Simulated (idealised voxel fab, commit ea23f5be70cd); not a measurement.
process module | voxel capacitor over wiring
cross-section cut | 260 nm wide | cells 5 nm
A cross-section is a grid of square cells, given in bands from the top down. A band is one or more rows of cells.
Each band's line starts with the height of the band's top and of its bottom, in nm. Then come its materials from left to right, each with its width in nm. One material with "throughout" fills the band from edge to edge. "air" is empty space.
Height 0 is the level under which the wafer as received is all one material. The lowest band goes on downwards, as in "0 down".
A width such as "30 to 40" changes by the same amount from each row of cells to the next, from the band's top row to its bottom row.
"no change" after a step means that no cell of the cross-section changed.
closed voids: empty space of 8 cells or more with no open way to the top, each as width x height at its distance from the left edge, in nm
after a step's settings: what the simulator itself notes on the step
overlay nm, on a step with a mask: how far to the right of its planned place the mask lay; to the left if negative
plan
1 op RECEIVE | material Si
2 op CONFORMAL_DEP | material SiO2 | thk nm 15
3 op CONFORMAL_DEP | material SiCN | thk nm 5
4 op DIRECTIONAL_DEP | material lowk | thk nm 25
5 op DIRECTIONAL_DEP | material aC | thk nm 10
6 op PATTERN | tone open | mask id METAL_1 | material resist | width nm 20 | pitch nm 80 | thk nm 30 | overlay nm 0
7 op DIRECTIONAL_ETCH | etch materials aC | depth nm 10
8 op STRIP | etch materials resist
9 op DIRECTIONAL_ETCH | etch materials lowk | depth nm 25
10 op DIRECTIONAL_ETCH | etch materials SiCN | depth nm 5
11 op STRIP | etch materials aC
12 op CONFORMAL_DEP | material TiN | thk nm 5
13 op FILL_DEP | material Ru | thk nm 5
14 op CMP | height nm 45
15 op EPI | material Ru | thk nm 5
16 op FILL_DEP | material SiCN | thk nm 5
17 op DIRECTIONAL_DEP | material SiO2 | thk nm 20
18 op MASKED_ETCH | tone open | mask id PLUG_1 | width nm 15 | etch materials SiO2 | depth nm 20 | overlay nm 0
19 op MASKED_ETCH | tone open | mask id PLUG_1 | width nm 15 | etch materials SiCN | depth nm 5 | overlay nm 0
20 op CONFORMAL_DEP | material TiN | thk nm 5
21 op FILL_DEP | material W | thk nm 10
22 op CMP | height nm 75
23 op DIRECTIONAL_DEP | material TiN | thk nm 5
24 op DIRECTIONAL_DEP | material Al2O3 | thk nm 5
25 op DIRECTIONAL_DEP | material TiN | thk nm 10
26 op PATTERN | tone cover | mask id UPPER_PLATE | material resist | width nm 55 | thk nm 15 | overlay nm 0
27 op DIRECTIONAL_ETCH | etch materials TiN | depth nm 10
28 op DIRECTIONAL_ETCH | etch materials Al2O3 | depth nm 5
29 op STRIP | etch materials resist
30 op PATTERN | tone cover | mask id LOWER_PLATE | material resist | width nm 75 | thk nm 15 | overlay nm 0
31 op DIRECTIONAL_ETCH | etch materials TiN | depth nm 5
32 op STRIP | etch materials resist
33 op FILL_DEP | material SiO2 | thk nm 20
34 op CMP | height nm 110
35 op PATTERN | tone open | mask id PLUG_2 | material resist | width nm 15 | thk nm 15 | overlay nm 0
36 op DIRECTIONAL_ETCH | etch materials SiO2 | depth nm 15
37 op STRIP | etch materials resist
38 op CONFORMAL_DEP | material TiN | thk nm 5
39 op FILL_DEP | material Ru | thk nm 10
40 op CMP | height nm 110
41 op CONFORMAL_DEP | material SiCN | thk nm 5
varied across the wafers: width nm of step 26. The plan shows the first wafer's value. All wafers start alike
first wafer as received, after step 1
  0 down: Si throughout
  closed voids: none
first wafer at the end, after step 41
  115 to 110: SiCN throughout
  110 to 100: SiO2 95 | TiN 5 | Ru 5 | TiN 5 | SiO2 150
  100 to 95: SiO2 95 | TiN 15 | SiO2 150
  95 to 85: SiO2 90 | TiN 55 | SiO2 115
  85 to 80: SiO2 90 | Al2O3 55 | SiO2 115
  80 to 75: SiO2 80 | TiN 75 | SiO2 105
  75 to 55: SiO2 85 | TiN 5 | W 5 | TiN 5 | SiO2 160
  55 to 50: SiCN 85 | TiN 15 | SiCN 160
  50 to 45: SiCN 75 | Ru 30 | SiCN 50 | Ru 30 | SiCN 75
  45 to 20: lowk 80 | TiN 5 | Ru 10 | TiN 5 | lowk 60 | TiN 5 | Ru 10 | TiN 5 | lowk 80
  20 to 15: SiCN 80 | TiN 20 | SiCN 60 | TiN 20 | SiCN 80
  15 to 0: SiO2 throughout
  0 down: Si throughout
  closed voids: none
last wafer at the end
  115 to 110: SiCN throughout
  110 to 100: SiO2 95 | TiN 5 | Ru 5 | TiN 5 | SiO2 150
  100 to 90: SiO2 95 to 80 | TiN 15 to 75 | SiO2 150 to 105
  90 to 85: SiO2 80 | TiN 80 | SiO2 100
  85 to 80: SiO2 80 | Al2O3 80 | SiO2 100
  80 to 75: SiO2 80 | TiN 80 | SiO2 100
  75 to 55: SiO2 85 | TiN 5 | W 5 | TiN 5 | SiO2 160
  55 to 50: SiCN 85 | TiN 15 | SiCN 160
  50 to 45: SiCN 75 | Ru 30 | SiCN 50 | Ru 30 | SiCN 75
  45 to 20: lowk 80 | TiN 5 | Ru 10 | TiN 5 | lowk 60 | TiN 5 | Ru 10 | TiN 5 | lowk 80
  20 to 15: SiCN 80 | TiN 20 | SiCN 60 | TiN 20 | SiCN 80
  15 to 0: SiO2 throughout
  0 down: Si throughout
  closed voids: none
each wafer at the end: cells of each material gained (+) or lost (-) since it was received, then its closed voids
width nm 55 | +11 Al2O3 | +34 Ru | +185 SiCN | +659 SiO2 | +83 TiN | +4 W | +220 lowk | closed voids: none
width nm 60 | +12 Al2O3 | +34 Ru | +185 SiCN | +656 SiO2 | +85 TiN | +4 W | +220 lowk | closed voids: none
width nm 65 | +13 Al2O3 | +34 Ru | +185 SiCN | +653 SiO2 | +87 TiN | +4 W | +220 lowk | closed voids: none
width nm 70 | +14 Al2O3 | +34 Ru | +185 SiCN | +650 SiO2 | +89 TiN | +4 W | +220 lowk | closed voids: none
width nm 75 | +15 Al2O3 | +34 Ru | +185 SiCN | +647 SiO2 | +91 TiN | +4 W | +220 lowk | closed voids: none
width nm 80 | +16 Al2O3 | +34 Ru | +185 SiCN | +644 SiO2 | +93 TiN | +4 W | +220 lowk | closed voids: none
